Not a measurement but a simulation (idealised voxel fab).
You're looking at the process module voxel self aligned contacts.
Cross-sectional view cut (width: 280 nm; square cell size: 5 nm).
Format of a cross-section: grid, square cells. Given as bands. Order: top down. Band: one or more rows of cells. Band: top and bottom heights (nm) first, top before bottom; then materials from left to right, widths in nm. "all across" marks a sole material filling the band edge to edge. "air" denotes empty space. Height 0 is the level under which the wafer as received is all one material. The lowest band goes on downwards, as in "0 down". Width "30->40": first value at the band's top row of cells, second value at its bottom row, equal change from row to row. What does "changes: none" mean for a step? It means no cell of the cross-section changed in that step. In the "Trapped void list" entry, you get each enclosed empty space of 8 cells or more, one with no open way to the top, written width x height at distance, distance from the left edge, in nm. Read whatever lies past the settings on a step's line as the simulator's own remark about the step. You can add "overlay nm" to a step's line. For a step with a mask, it describes how far the mask lay to the right of its planned position, and a negative number describes a lay to the left. In what follows, pairs of cross-sections are presented, each taken before and after one process step, with the after cross-section shown only down to the lowest band that was altered; the step, together with its settings, is stated below the pair. The pairs may stem from different runs of this module on the same starting wafer; accordingly, a pair should be taken as continuing from the one above it solely where its entry headed "Incoming profile" indicates as much.

**Incoming profile**
	0 down: Si all across
	Trapped void list: none

**As Processed**
	5 to 0: SiO2 all across
	Below 0 it's all the same as before, nothing changed down there.
	Trapped void list: none
Between before and after as drawn above: CONFORMAL_DEP [material SiO2] [thk nm 5]

Incoming profile: equal to the after panel directly above.

**As Processed**
	30 to 5: polySi all across
	Below 5 it's all the same as before, nothing changed down there.
	Trapped void list: none
Between before and after as drawn above: DIRECTIONAL_DEP [material polySi] [thk nm 25]

Incoming profile: equal to the after panel directly above.

**As Processed**
	50 to 30: SiN all across
	Below 30 it's all the same as before, nothing changed down there.
	Trapped void list: none
Between before and after as drawn above: DIRECTIONAL_DEP [material SiN] [thk nm 20]

Incoming profile: equal to the after panel directly above.

**As Processed**
	70 to 50: 70 nm air; 30 nm resist; 25 nm air; 30 nm resist; 25 nm air; 30 nm resist; 70 nm air
	Below 50 it's all the same as before, nothing changed down there.
	Trapped void list: none
Between before and after as drawn above: PATTERN [tone cover] [mask id GATE] [material resist] [width nm 30] [pitch nm 55] [thk nm 20] [overlay nm 0]

Incoming profile: equal to the after panel directly above.

**As Processed**
	70 to 50: 70 nm air; 30 nm resist; 25 nm air; 30 nm resist; 25 nm air; 30 nm resist; 70 nm air
	50 to 30: 70 nm air; 30 nm SiN; 25 nm air; 30 nm SiN; 25 nm air; 30 nm SiN; 70 nm air
	Below 30 it's all the same as before, nothing changed down there.
	Trapped void list: none
Between before and after as drawn above: DIRECTIONAL_ETCH [etch materials SiN] [depth nm 20]

Incoming profile: equal to the after panel directly above.

**As Processed**
	70 to 50: 70 nm air; 30 nm resist; 25 nm air; 30 nm resist; 25 nm air; 30 nm resist; 70 nm air
	50 to 30: 70 nm air; 30 nm SiN; 25 nm air; 30 nm SiN; 25 nm air; 30 nm SiN; 70 nm air
	30 to 5: 70 nm air; 30 nm polySi; 25 nm air; 30 nm polySi; 25 nm air; 30 nm polySi; 70 nm air
	Below 5 it's all the same as before, nothing changed down there.
	Trapped void list: none
Between before and after as drawn above: DIRECTIONAL_ETCH [etch materials polySi] [depth nm 25]

Incoming profile: equal to the after panel directly above.

**As Processed**
	50 to 30: 70 nm air; 30 nm SiN; 25 nm air; 30 nm SiN; 25 nm air; 30 nm SiN; 70 nm air
	Below 30 it's all the same as before, nothing changed down there.
	Trapped void list: none
Between before and after as drawn above: STRIP [etch materials resist]

Incoming profile: equal to the after panel directly above.

**As Processed**
	55 to 30: 65 nm air; 40 nm SiN; 15 nm air; 40 nm SiN; 15 nm air; 40 nm SiN; 65 nm air
	30 to 10: 65 nm air; 5 nm SiN; 30 nm polySi; 5 nm SiN; 15 nm air; 5 nm SiN; 30 nm polySi; 5 nm SiN; 15 nm air; 5 nm SiN; 30 nm polySi; 5 nm SiN; 65 nm air
	10 to 5: 70 nm SiN; 30 nm polySi; 25 nm SiN; 30 nm polySi; 25 nm SiN; 30 nm polySi; 70 nm SiN
	Below 5 it's all the same as before, nothing changed down there.
	Trapped void list: none
Between before and after as drawn above: CONFORMAL_DEP [material SiN] [thk nm 5]

Incoming profile: equal to the after panel directly above.

**As Processed**
	50 to 30: 65 nm air; 40 nm SiN; 15 nm air; 40 nm SiN; 15 nm air; 40 nm SiN; 65 nm air
	30 to 5: 65 nm air; 5 nm SiN; 30 nm polySi; 5 nm SiN; 15 nm air; 5 nm SiN; 30 nm polySi; 5 nm SiN; 15 nm air; 5 nm SiN; 30 nm polySi; 5 nm SiN; 65 nm air
	Below 5 it's all the same as before, nothing changed down there.
	Trapped void list: none
Between before and after as drawn above: DIRECTIONAL_ETCH [etch materials SiN] [depth nm 5]

Incoming profile: equal to the after panel directly above.

**As Processed**
	60 to 50: SiO2 all across
	50 to 30: 65 nm SiO2; 40 nm SiN; 15 nm SiO2; 40 nm SiN; 15 nm SiO2; 40 nm SiN; 65 nm SiO2
	30 to 5: 65 nm SiO2; 5 nm SiN; 30 nm polySi; 5 nm SiN; 15 nm SiO2; 5 nm SiN; 30 nm polySi; 5 nm SiN; 15 nm SiO2; 5 nm SiN; 30 nm polySi; 5 nm SiN; 65 nm SiO2
	Below 5 it's all the same as before, nothing changed down there.
	Trapped void list: none
Between before and after as drawn above: FILL_DEP [material SiO2] [thk nm 10]

Incoming profile: equal to the after panel directly above.

**As Processed**
	55 to 50: SiO2 all across
	Below 50 it's all the same as before, nothing changed down there.
	Trapped void list: none
Between before and after as drawn above: CMP [height nm 55]

Incoming profile: equal to the after panel directly above.

**As Processed**
	70 to 55: 95 nm resist; 35 nm air; 20 nm resist; 35 nm air; 95 nm resist
	Below 55 it's all the same as before, nothing changed down there.
	Trapped void list: none
Between before and after as drawn above: PATTERN [tone open] [mask id CONTACT] [material resist] [width nm 35] [pitch nm 55] [thk nm 15] [overlay nm 0]

Incoming profile: equal to the after panel directly above.

**As Processed**
	70 to 55: 95 nm resist; 35 nm air; 20 nm resist; 35 nm air; 95 nm resist
	55 to 50: 95 nm SiO2; 35 nm air; 20 nm SiO2; 35 nm air; 95 nm SiO2
	50 to 30: 65 nm SiO2; 40 nm SiN; 15 nm air; 40 nm SiN; 15 nm air; 40 nm SiN; 65 nm SiO2
	30 to 5: 65 nm SiO2; 5 nm SiN; 30 nm polySi; 5 nm SiN; 15 nm air; 5 nm SiN; 30 nm polySi; 5 nm SiN; 15 nm air; 5 nm SiN; 30 nm polySi; 5 nm SiN; 65 nm SiO2
	5 to 0: 105 nm SiO2; 15 nm air; 40 nm SiO2; 15 nm air; 105 nm SiO2
	Below 0 it's all the same as before, nothing changed down there.
	Trapped void list: none
Between before and after as drawn above: DIRECTIONAL_ETCH [etch materials SiO2] [depth nm 55]

Incoming profile: equal to the after panel directly above.

**As Processed**
	55 to 50: 95 nm SiO2; 35 nm air; 20 nm SiO2; 35 nm air; 95 nm SiO2
	Below 50 it's all the same as before, nothing changed down there.
	Trapped void list: none
Between before and after as drawn above: STRIP [etch materials resist]

Incoming profile: equal to the after panel directly above.

**As Processed**
	60 to 55: 100 nm TiN; 25 nm air; 30 nm TiN; 25 nm air; 100 nm TiN
	55 to 50: 95 nm SiO2; 15 nm TiN; 5 nm air; 15 nm TiN; 20 nm SiO2; 15 nm TiN; 5 nm air; 15 nm TiN; 95 nm SiO2
	50 to 30: 65 nm SiO2; 40 nm SiN; 5 nm TiN; 5 nm air; 5 nm TiN; 40 nm SiN; 5 nm TiN; 5 nm air; 5 nm TiN; 40 nm SiN; 65 nm SiO2
	30 to 5: 65 nm SiO2; 5 nm SiN; 30 nm polySi; 5 nm SiN; 5 nm TiN; 5 nm air; 5 nm TiN; 5 nm SiN; 30 nm polySi; 5 nm SiN; 5 nm TiN; 5 nm air; 5 nm TiN; 5 nm SiN; 30 nm polySi; 5 nm SiN; 65 nm SiO2
	5 to 0: 105 nm SiO2; 15 nm TiN; 40 nm SiO2; 15 nm TiN; 105 nm SiO2
	Below 0 it's all the same as before, nothing changed down there.
	Trapped void list: none
Between before and after as drawn above: CONFORMAL_DEP [material TiN] [thk nm 5]

Incoming profile: equal to the after panel directly above.

**As Processed**
	70 to 60: W all across
	60 to 55: 100 nm TiN; 25 nm W; 30 nm TiN; 25 nm W; 100 nm TiN
	55 to 50: 95 nm SiO2; 15 nm TiN; 5 nm W; 15 nm TiN; 20 nm SiO2; 15 nm TiN; 5 nm W; 15 nm TiN; 95 nm SiO2
	50 to 30: 65 nm SiO2; 40 nm SiN; 5 nm TiN; 5 nm W; 5 nm TiN; 40 nm SiN; 5 nm TiN; 5 nm W; 5 nm TiN; 40 nm SiN; 65 nm SiO2
	30 to 5: 65 nm SiO2; 5 nm SiN; 30 nm polySi; 5 nm SiN; 5 nm TiN; 5 nm W; 5 nm TiN; 5 nm SiN; 30 nm polySi; 5 nm SiN; 5 nm TiN; 5 nm W; 5 nm TiN; 5 nm SiN; 30 nm polySi; 5 nm SiN; 65 nm SiO2
	Below 5 it's all the same as before, nothing changed down there.
	Trapped void list: none
Between before and after as drawn above: FILL_DEP [material W] [thk nm 10]

Incoming profile: equal to the after panel directly above.

**As Processed**
	55 to 50: 95 nm SiO2; 15 nm TiN; 5 nm W; 15 nm TiN; 20 nm SiO2; 15 nm TiN; 5 nm W; 15 nm TiN; 95 nm SiO2
	Below 50 it's all the same as before, nothing changed down there.
	Trapped void list: none
Between before and after as drawn above: CMP [height nm 55]

Incoming profile: equal to the after panel directly above.

**As Processed**
	60 to 55: SiN all across
	Below 55 it's all the same as before, nothing changed down there.
	Trapped void list: none
Between before and after as drawn above: CONFORMAL_DEP [material SiN] [thk nm 5]

**Incoming profile**
	50 to 30: 70 nm air; 30 nm SiN; 25 nm air; 30 nm SiN; 25 nm air; 30 nm SiN; 70 nm air
	30 to 5: 70 nm air; 30 nm polySi; 25 nm air; 30 nm polySi; 25 nm air; 30 nm polySi; 70 nm air
	5 to 0: SiO2 all across
	0 down: Si all across
	Trapped void list: none

**As Processed**
	45 to 30: 70 nm air; 30 nm SiN; 25 nm air; 30 nm SiN; 25 nm air; 30 nm SiN; 70 nm air
	Below 30 it's all the same as before, nothing changed down there.
	Trapped void list: none
Between before and after as drawn above: DIRECTIONAL_ETCH [etch materials SiN] [depth nm 5]

Incoming profile: equal to the after panel directly above.

**As Processed**
	55 to 45: SiO2 all across
	45 to 30: 70 nm SiO2; 30 nm SiN; 25 nm SiO2; 30 nm SiN; 25 nm SiO2; 30 nm SiN; 70 nm SiO2
	30 to 5: 70 nm SiO2; 30 nm polySi; 25 nm SiO2; 30 nm polySi; 25 nm SiO2; 30 nm polySi; 70 nm SiO2
	Below 5 it's all the same as before, nothing changed down there.
	Trapped void list: none
Between before and after as drawn above: FILL_DEP [material SiO2] [thk nm 10]

Incoming profile: equal to the after panel directly above.

**As Processed**
	70 to 55: 95 nm resist; 35 nm air; 20 nm resist; 35 nm air; 95 nm resist
	Below 55 it's all the same as before, nothing changed down there.
	Trapped void list: none
Between before and after as drawn above: PATTERN [tone open] [mask id CONTACT] [material resist] [width nm 35] [pitch nm 55] [thk nm 15] [overlay nm 0]

Incoming profile: equal to the after panel directly above.

**As Processed**
	70 to 55: 95 nm resist; 35 nm air; 20 nm resist; 35 nm air; 95 nm resist
	55 to 45: 95 nm SiO2; 35 nm air; 20 nm SiO2; 35 nm air; 95 nm SiO2
	45 to 30: 70 nm SiO2; 30 nm SiN; 25 nm air; 30 nm SiN; 25 nm air; 30 nm SiN; 70 nm SiO2
	30 to 5: 70 nm SiO2; 30 nm polySi; 25 nm air; 30 nm polySi; 25 nm air; 30 nm polySi; 70 nm SiO2
	5 to 0: 100 nm SiO2; 25 nm air; 30 nm SiO2; 25 nm air; 100 nm SiO2
	Below 0 it's all the same as before, nothing changed down there.
	Trapped void list: none
Between before and after as drawn above: DIRECTIONAL_ETCH [etch materials SiO2] [depth nm 55]

Incoming profile: equal to the after panel directly above.

**As Processed**
	55 to 45: 95 nm SiO2; 35 nm air; 20 nm SiO2; 35 nm air; 95 nm SiO2
	Below 45 it's all the same as before, nothing changed down there.
	Trapped void list: none
Between before and after as drawn above: STRIP [etch materials resist]

Incoming profile: equal to the after panel directly above.

**As Processed**
	60 to 55: 100 nm TiN; 25 nm air; 30 nm TiN; 25 nm air; 100 nm TiN
	55 to 45: 95 nm SiO2; 5->10 nm TiN; 25->15 nm air; 5->10 nm TiN; 20 nm SiO2; 5->10 nm TiN; 25->15 nm air; 5->10 nm TiN; 95 nm SiO2
	45 to 30: 70 nm SiO2; 30 nm SiN; 5 nm TiN; 15 nm air; 5 nm TiN; 30 nm SiN; 5 nm TiN; 15 nm air; 5 nm TiN; 30 nm SiN; 70 nm SiO2
	30 to 5: 70 nm SiO2; 30 nm polySi; 5 nm TiN; 15 nm air; 5 nm TiN; 30 nm polySi; 5 nm TiN; 15 nm air; 5 nm TiN; 30 nm polySi; 70 nm SiO2
	5 to 0: 100 nm SiO2; 25 nm TiN; 30 nm SiO2; 25 nm TiN; 100 nm SiO2
	Below 0 it's all the same as before, nothing changed down there.
	Trapped void list: none
Between before and after as drawn above: CONFORMAL_DEP [material TiN] [thk nm 5]

Incoming profile: equal to the after panel directly above.

**As Processed**
	70 to 60: W all across
	60 to 55: 100 nm TiN; 25 nm W; 30 nm TiN; 25 nm W; 100 nm TiN
	55 to 45: 95 nm SiO2; 5->10 nm TiN; 25->15 nm W; 5->10 nm TiN; 20 nm SiO2; 5->10 nm TiN; 25->15 nm W; 5->10 nm TiN; 95 nm SiO2
	45 to 30: 70 nm SiO2; 30 nm SiN; 5 nm TiN; 15 nm W; 5 nm TiN; 30 nm SiN; 5 nm TiN; 15 nm W; 5 nm TiN; 30 nm SiN; 70 nm SiO2
	30 to 5: 70 nm SiO2; 30 nm polySi; 5 nm TiN; 15 nm W; 5 nm TiN; 30 nm polySi; 5 nm TiN; 15 nm W; 5 nm TiN; 30 nm polySi; 70 nm SiO2
	Below 5 it's all the same as before, nothing changed down there.
	Trapped void list: none
Between before and after as drawn above: FILL_DEP [material W] [thk nm 10]

Incoming profile: equal to the after panel directly above.

**As Processed**
	55 to 45: 95 nm SiO2; 5->10 nm TiN; 25->15 nm W; 5->10 nm TiN; 20 nm SiO2; 5->10 nm TiN; 25->15 nm W; 5->10 nm TiN; 95 nm SiO2
	Below 45 it's all the same as before, nothing changed down there.
	Trapped void list: none
Between before and after as drawn above: CMP [height nm 55]

Incoming profile: equal to the after panel directly above.

**As Processed**
	60 to 55: SiN all across
	Below 55 it's all the same as before, nothing changed down there.
	Trapped void list: none
Between before and after as drawn above: CONFORMAL_DEP [material SiN] [thk nm 5]

**Incoming profile**
	50 to 30: SiN all across
	30 to 5: polySi all across
	5 to 0: SiO2 all across
	0 down: Si all across
	Trapped void list: none

**As Processed**
	70 to 30: SiN all across
	Below 30 it's all the same as before, nothing changed down there.
	Trapped void list: none
Between before and after as drawn above: DIRECTIONAL_DEP [material SiN] [thk nm 20]

Incoming profile: equal to the after panel directly above.

**As Processed**
	90 to 70: 70 nm air; 30 nm resist; 25 nm air; 30 nm resist; 25 nm air; 30 nm resist; 70 nm air
	Below 70 it's all the same as before, nothing changed down there.
	Trapped void list: none
Between before and after as drawn above: PATTERN [tone cover] [mask id GATE] [material resist] [width nm 30] [pitch nm 55] [thk nm 20] [overlay nm 0]

Incoming profile: equal to the after panel directly above.

**As Processed**
	90 to 70: 70 nm air; 30 nm resist; 25 nm air; 30 nm resist; 25 nm air; 30 nm resist; 70 nm air
	70 to 50: 70 nm air; 30 nm SiN; 25 nm air; 30 nm SiN; 25 nm air; 30 nm SiN; 70 nm air
	Below 50 it's all the same as before, nothing changed down there.
	Trapped void list: none
Between before and after as drawn above: DIRECTIONAL_ETCH [etch materials SiN] [depth nm 20]

Incoming profile: equal to the after panel directly above.

**As Processed**
	70 to 50: 70 nm air; 30 nm SiN; 25 nm air; 30 nm SiN; 25 nm air; 30 nm SiN; 70 nm air
	Below 50 it's all the same as before, nothing changed down there.
	Trapped void list: none
Between before and after as drawn above: STRIP [etch materials resist]

Incoming profile: equal to the after panel directly above.

**As Processed**
	75 to 55: 65 nm air; 40 nm SiN; 15 nm air; 40 nm SiN; 15 nm air; 40 nm SiN; 65 nm air
	55 to 30: SiN all across
	Below 30 it's all the same as before, nothing changed down there.
	Trapped void list: none
Between before and after as drawn above: CONFORMAL_DEP [material SiN] [thk nm 5]

Incoming profile: equal to the after panel directly above.

**As Processed**
	70 to 50: 65 nm air; 40 nm SiN; 15 nm air; 40 nm SiN; 15 nm air; 40 nm SiN; 65 nm air
	Below 50 it's all the same as before, nothing changed down there.
	Trapped void list: none
Between before and after as drawn above: DIRECTIONAL_ETCH [etch materials SiN] [depth nm 5]

Incoming profile: equal to the after panel directly above.

**As Processed**
	80 to 70: SiO2 all across
	70 to 50: 65 nm SiO2; 40 nm SiN; 15 nm SiO2; 40 nm SiN; 15 nm SiO2; 40 nm SiN; 65 nm SiO2
	Below 50 it's all the same as before, nothing changed down there.
	Trapped void list: none
Between before and after as drawn above: FILL_DEP [material SiO2] [thk nm 10]

Incoming profile: equal to the after panel directly above.

**As Processed**
	55 to 50: 65 nm SiO2; 40 nm SiN; 15 nm SiO2; 40 nm SiN; 15 nm SiO2; 40 nm SiN; 65 nm SiO2
	Below 50 it's all the same as before, nothing changed down there.
	Trapped void list: none
Between before and after as drawn above: CMP [height nm 55]

Incoming profile: equal to the after panel directly above.

**As Processed**
	70 to 55: 95 nm resist; 35 nm air; 20 nm resist; 35 nm air; 95 nm resist
	Below 55 it's all the same as before, nothing changed down there.
	Trapped void list: none
Between before and after as drawn above: PATTERN [tone open] [mask id CONTACT] [material resist] [width nm 35] [pitch nm 55] [thk nm 15] [overlay nm 0]

Incoming profile: equal to the after panel directly above.

**As Processed**
	70 to 55: 95 nm resist; 35 nm air; 20 nm resist; 35 nm air; 95 nm resist
	55 to 50: 65 nm SiO2; 40 nm SiN; 15 nm air; 40 nm SiN; 15 nm air; 40 nm SiN; 65 nm SiO2
	Below 50 it's all the same as before, nothing changed down there.
	Trapped void list: none
Between before and after as drawn above: DIRECTIONAL_ETCH [etch materials SiO2] [depth nm 55]

Incoming profile: equal to the after panel directly above.

**As Processed**
	55 to 50: 65 nm SiO2; 40 nm SiN; 15 nm air; 40 nm SiN; 15 nm air; 40 nm SiN; 65 nm SiO2
	Below 50 it's all the same as before, nothing changed down there.
	Trapped void list: none
Between before and after as drawn above: STRIP [etch materials resist]

Incoming profile: equal to the after panel directly above.

**As Processed**
	60 to 55: 110 nm TiN; 5 nm air; 50 nm TiN; 5 nm air; 110 nm TiN
	55 to 50: 65 nm SiO2; 40 nm SiN; 15 nm TiN; 40 nm SiN; 15 nm TiN; 40 nm SiN; 65 nm SiO2
	Below 50 it's all the same as before, nothing changed down there.
	Trapped void list: none
Between before and after as drawn above: CONFORMAL_DEP [material TiN] [thk nm 5]

Incoming profile: equal to the after panel directly above.

**As Processed**
	70 to 60: W all across
	60 to 55: 110 nm TiN; 5 nm W; 50 nm TiN; 5 nm W; 110 nm TiN
	Below 55 it's all the same as before, nothing changed down there.
	Trapped void list: none
Between before and after as drawn above: FILL_DEP [material W] [thk nm 10]

Incoming profile: equal to the after panel directly above.

**As Processed**
	55 to 50: 65 nm SiO2; 40 nm SiN; 15 nm TiN; 40 nm SiN; 15 nm TiN; 40 nm SiN; 65 nm SiO2
	Below 50 it's all the same as before, nothing changed down there.
	Trapped void list: none
Between before and after as drawn above: CMP [height nm 55]

Incoming profile: equal to the after panel directly above.

**As Processed**
	60 to 55: SiN all across
	Below 55 it's all the same as before, nothing changed down there.
	Trapped void list: none
Between before and after as drawn above: CONFORMAL_DEP [material SiN] [thk nm 5]

**Incoming profile**
	5 to 0: SiO2 all across
	0 down: Si all across
	Trapped void list: none

**As Processed**
	25 to 5: SiN all across
	Below 5 it's all the same as before, nothing changed down there.
	Trapped void list: none
Between before and after as drawn above: DIRECTIONAL_DEP [material SiN] [thk nm 20]

Incoming profile: equal to the after panel directly above.

**As Processed**
	50 to 25: polySi all across
	Below 25 it's all the same as before, nothing changed down there.
	Trapped void list: none
Between before and after as drawn above: DIRECTIONAL_DEP [material polySi] [thk nm 25]

Incoming profile: equal to the after panel directly above.

**As Processed**
	70 to 50: 70 nm air; 30 nm resist; 25 nm air; 30 nm resist; 25 nm air; 30 nm resist; 70 nm air
	Below 50 it's all the same as before, nothing changed down there.
	Trapped void list: none
Between before and after as drawn above: PATTERN [tone cover] [mask id GATE] [material resist] [width nm 30] [pitch nm 55] [thk nm 20] [overlay nm 0]

Incoming profile: equal to the after panel directly above.

**As Processed**
	70 to 50: 70 nm air; 30 nm resist; 25 nm air; 30 nm resist; 25 nm air; 30 nm resist; 70 nm air
	50 to 25: 70 nm air; 30 nm polySi; 25 nm air; 30 nm polySi; 25 nm air; 30 nm polySi; 70 nm air
	Below 25 it's all the same as before, nothing changed down there.
	Trapped void list: none
Between before and after as drawn above: DIRECTIONAL_ETCH [etch materials polySi] [depth nm 25]

Incoming profile: equal to the after panel directly above.

**As Processed**
	50 to 25: 70 nm air; 30 nm polySi; 25 nm air; 30 nm polySi; 25 nm air; 30 nm polySi; 70 nm air
	Below 25 it's all the same as before, nothing changed down there.
	Trapped void list: none
Between before and after as drawn above: STRIP [etch materials resist]

Incoming profile: equal to the after panel directly above.

**As Processed**
	55 to 50: 65 nm air; 40 nm SiN; 15 nm air; 40 nm SiN; 15 nm air; 40 nm SiN; 65 nm air
	50 to 30: 65 nm air; 5 nm SiN; 30 nm polySi; 5 nm SiN; 15 nm air; 5 nm SiN; 30 nm polySi; 5 nm SiN; 15 nm air; 5 nm SiN; 30 nm polySi; 5 nm SiN; 65 nm air
	30 to 25: 70 nm SiN; 30 nm polySi; 25 nm SiN; 30 nm polySi; 25 nm SiN; 30 nm polySi; 70 nm SiN
	Below 25 it's all the same as before, nothing changed down there.
	Trapped void list: none
Between before and after as drawn above: CONFORMAL_DEP [material SiN] [thk nm 5]

Incoming profile: equal to the after panel directly above.

**As Processed**
	50 to 25: 65 nm air; 5 nm SiN; 30 nm polySi; 5 nm SiN; 15 nm air; 5 nm SiN; 30 nm polySi; 5 nm SiN; 15 nm air; 5 nm SiN; 30 nm polySi; 5 nm SiN; 65 nm air
	Below 25 it's all the same as before, nothing changed down there.
	Trapped void list: none
Between before and after as drawn above: DIRECTIONAL_ETCH [etch materials SiN] [depth nm 5]

Incoming profile: equal to the after panel directly above.

**As Processed**
	60 to 50: SiO2 all across
	50 to 25: 65 nm SiO2; 5 nm SiN; 30 nm polySi; 5 nm SiN; 15 nm SiO2; 5 nm SiN; 30 nm polySi; 5 nm SiN; 15 nm SiO2; 5 nm SiN; 30 nm polySi; 5 nm SiN; 65 nm SiO2
	Below 25 it's all the same as before, nothing changed down there.
	Trapped void list: none
Between before and after as drawn above: FILL_DEP [material SiO2] [thk nm 10]

Incoming profile: equal to the after panel directly above.

**As Processed**
	55 to 50: SiO2 all across
	Below 50 it's all the same as before, nothing changed down there.
	Trapped void list: none
Between before and after as drawn above: CMP [height nm 55]

Incoming profile: equal to the after panel directly above.

**As Processed**
	70 to 55: 95 nm resist; 35 nm air; 20 nm resist; 35 nm air; 95 nm resist
	Below 55 it's all the same as before, nothing changed down there.
	Trapped void list: none
Between before and after as drawn above: PATTERN [tone open] [mask id CONTACT] [material resist] [width nm 35] [pitch nm 55] [thk nm 15] [overlay nm 0]

Incoming profile: equal to the after panel directly above.

**As Processed**
	70 to 55: 95 nm resist; 35 nm air; 20 nm resist; 35 nm air; 95 nm resist
	55 to 50: 95 nm SiO2; 35 nm air; 20 nm SiO2; 35 nm air; 95 nm SiO2
	50 to 25: 65 nm SiO2; 5 nm SiN; 30 nm polySi; 5 nm SiN; 15 nm air; 5 nm SiN; 30 nm polySi; 5 nm SiN; 15 nm air; 5 nm SiN; 30 nm polySi; 5 nm SiN; 65 nm SiO2
	Below 25 it's all the same as before, nothing changed down there.
	Trapped void list: none
Between before and after as drawn above: DIRECTIONAL_ETCH [etch materials SiO2] [depth nm 55]

Incoming profile: equal to the after panel directly above.

**As Processed**
	55 to 50: 95 nm SiO2; 35 nm air; 20 nm SiO2; 35 nm air; 95 nm SiO2
	Below 50 it's all the same as before, nothing changed down there.
	Trapped void list: none
Between before and after as drawn above: STRIP [etch materials resist]

Incoming profile: equal to the after panel directly above.

**As Processed**
	60 to 55: 100 nm TiN; 25 nm air; 30 nm TiN; 25 nm air; 100 nm TiN
	55 to 50: 95 nm SiO2; 15 nm TiN; 5 nm air; 15 nm TiN; 20 nm SiO2; 15 nm TiN; 5 nm air; 15 nm TiN; 95 nm SiO2
	50 to 30: 65 nm SiO2; 5 nm SiN; 30 nm polySi; 5 nm SiN; 5 nm TiN; 5 nm air; 5 nm TiN; 5 nm SiN; 30 nm polySi; 5 nm SiN; 5 nm TiN; 5 nm air; 5 nm TiN; 5 nm SiN; 30 nm polySi; 5 nm SiN; 65 nm SiO2
	30 to 25: 65 nm SiO2; 5 nm SiN; 30 nm polySi; 5 nm SiN; 15 nm TiN; 5 nm SiN; 30 nm polySi; 5 nm SiN; 15 nm TiN; 5 nm SiN; 30 nm polySi; 5 nm SiN; 65 nm SiO2
	Below 25 it's all the same as before, nothing changed down there.
	Trapped void list: none
Between before and after as drawn above: CONFORMAL_DEP [material TiN] [thk nm 5]

Incoming profile: equal to the after panel directly above.

**As Processed**
	70 to 60: W all across
	60 to 55: 100 nm TiN; 25 nm W; 30 nm TiN; 25 nm W; 100 nm TiN
	55 to 50: 95 nm SiO2; 15 nm TiN; 5 nm W; 15 nm TiN; 20 nm SiO2; 15 nm TiN; 5 nm W; 15 nm TiN; 95 nm SiO2
	50 to 30: 65 nm SiO2; 5 nm SiN; 30 nm polySi; 5 nm SiN; 5 nm TiN; 5 nm W; 5 nm TiN; 5 nm SiN; 30 nm polySi; 5 nm SiN; 5 nm TiN; 5 nm W; 5 nm TiN; 5 nm SiN; 30 nm polySi; 5 nm SiN; 65 nm SiO2
	Below 30 it's all the same as before, nothing changed down there.
	Trapped void list: none
Between before and after as drawn above: FILL_DEP [material W] [thk nm 10]

Incoming profile: equal to the after panel directly above.

**As Processed**
	55 to 50: 95 nm SiO2; 15 nm TiN; 5 nm W; 15 nm TiN; 20 nm SiO2; 15 nm TiN; 5 nm W; 15 nm TiN; 95 nm SiO2
	Below 50 it's all the same as before, nothing changed down there.
	Trapped void list: none
Between before and after as drawn above: CMP [height nm 55]

Incoming profile: equal to the after panel directly above.

**As Processed**
	60 to 55: SiN all across
	Below 55 it's all the same as before, nothing changed down there.
	Trapped void list: none
Between before and after as drawn above: CONFORMAL_DEP [material SiN] [thk nm 5]

**Incoming profile**
	70 to 50: 70 nm air; 30 nm resist; 25 nm air; 30 nm resist; 25 nm air; 30 nm resist; 70 nm air
	50 to 30: 70 nm air; 30 nm SiN; 25 nm air; 30 nm SiN; 25 nm air; 30 nm SiN; 70 nm air
	30 to 5: polySi all across
	5 to 0: SiO2 all across
	0 down: Si all across
	Trapped void list: none

**As Processed**
	70 to 50: 70 nm air; 30 nm resist; 25 nm air; 30 nm resist; 25 nm air; 30 nm resist; 70 nm air
	50 to 30: 70 nm air; 30 nm SiN; 25 nm air; 30 nm SiN; 25 nm air; 30 nm SiN; 70 nm air
	30 to 15: 70 nm air; 30 nm polySi; 25 nm air; 30 nm polySi; 25 nm air; 30 nm polySi; 70 nm air
	Below 15 it's all the same as before, nothing changed down there.
	Trapped void list: none
Between before and after as drawn above: DIRECTIONAL_ETCH [etch materials polySi] [depth nm 15]

Incoming profile: equal to the after panel directly above.

**As Processed**
	50 to 30: 70 nm air; 30 nm SiN; 25 nm air; 30 nm SiN; 25 nm air; 30 nm SiN; 70 nm air
	Below 30 it's all the same as before, nothing changed down there.
	Trapped void list: none
Between before and after as drawn above: STRIP [etch materials resist]

Incoming profile: equal to the after panel directly above.

**As Processed**
	55 to 30: 65 nm air; 40 nm SiN; 15 nm air; 40 nm SiN; 15 nm air; 40 nm SiN; 65 nm air
	30 to 20: 65 nm air; 5 nm SiN; 30 nm polySi; 5 nm SiN; 15 nm air; 5 nm SiN; 30 nm polySi; 5 nm SiN; 15 nm air; 5 nm SiN; 30 nm polySi; 5 nm SiN; 65 nm air
	20 to 15: 70 nm SiN; 30 nm polySi; 25 nm SiN; 30 nm polySi; 25 nm SiN; 30 nm polySi; 70 nm SiN
	Below 15 it's all the same as before, nothing changed down there.
	Trapped void list: none
Between before and after as drawn above: CONFORMAL_DEP [material SiN] [thk nm 5]

Incoming profile: equal to the after panel directly above.

**As Processed**
	50 to 30: 65 nm air; 40 nm SiN; 15 nm air; 40 nm SiN; 15 nm air; 40 nm SiN; 65 nm air
	30 to 15: 65 nm air; 5 nm SiN; 30 nm polySi; 5 nm SiN; 15 nm air; 5 nm SiN; 30 nm polySi; 5 nm SiN; 15 nm air; 5 nm SiN; 30 nm polySi; 5 nm SiN; 65 nm air
	Below 15 it's all the same as before, nothing changed down there.
	Trapped void list: none
Between before and after as drawn above: DIRECTIONAL_ETCH [etch materials SiN] [depth nm 5]

Incoming profile: equal to the after panel directly above.

**As Processed**
	60 to 50: SiO2 all across
	50 to 30: 65 nm SiO2; 40 nm SiN; 15 nm SiO2; 40 nm SiN; 15 nm SiO2; 40 nm SiN; 65 nm SiO2
	30 to 15: 65 nm SiO2; 5 nm SiN; 30 nm polySi; 5 nm SiN; 15 nm SiO2; 5 nm SiN; 30 nm polySi; 5 nm SiN; 15 nm SiO2; 5 nm SiN; 30 nm polySi; 5 nm SiN; 65 nm SiO2
	Below 15 it's all the same as before, nothing changed down there.
	Trapped void list: none
Between before and after as drawn above: FILL_DEP [material SiO2] [thk nm 10]

Incoming profile: equal to the after panel directly above.

**As Processed**
	55 to 50: SiO2 all across
	Below 50 it's all the same as before, nothing changed down there.
	Trapped void list: none
Between before and after as drawn above: CMP [height nm 55]

Incoming profile: equal to the after panel directly above.

**As Processed**
	70 to 55: 95 nm resist; 35 nm air; 20 nm resist; 35 nm air; 95 nm resist
	Below 55 it's all the same as before, nothing changed down there.
	Trapped void list: none
Between before and after as drawn above: PATTERN [tone open] [mask id CONTACT] [material resist] [width nm 35] [pitch nm 55] [thk nm 15] [overlay nm 0]
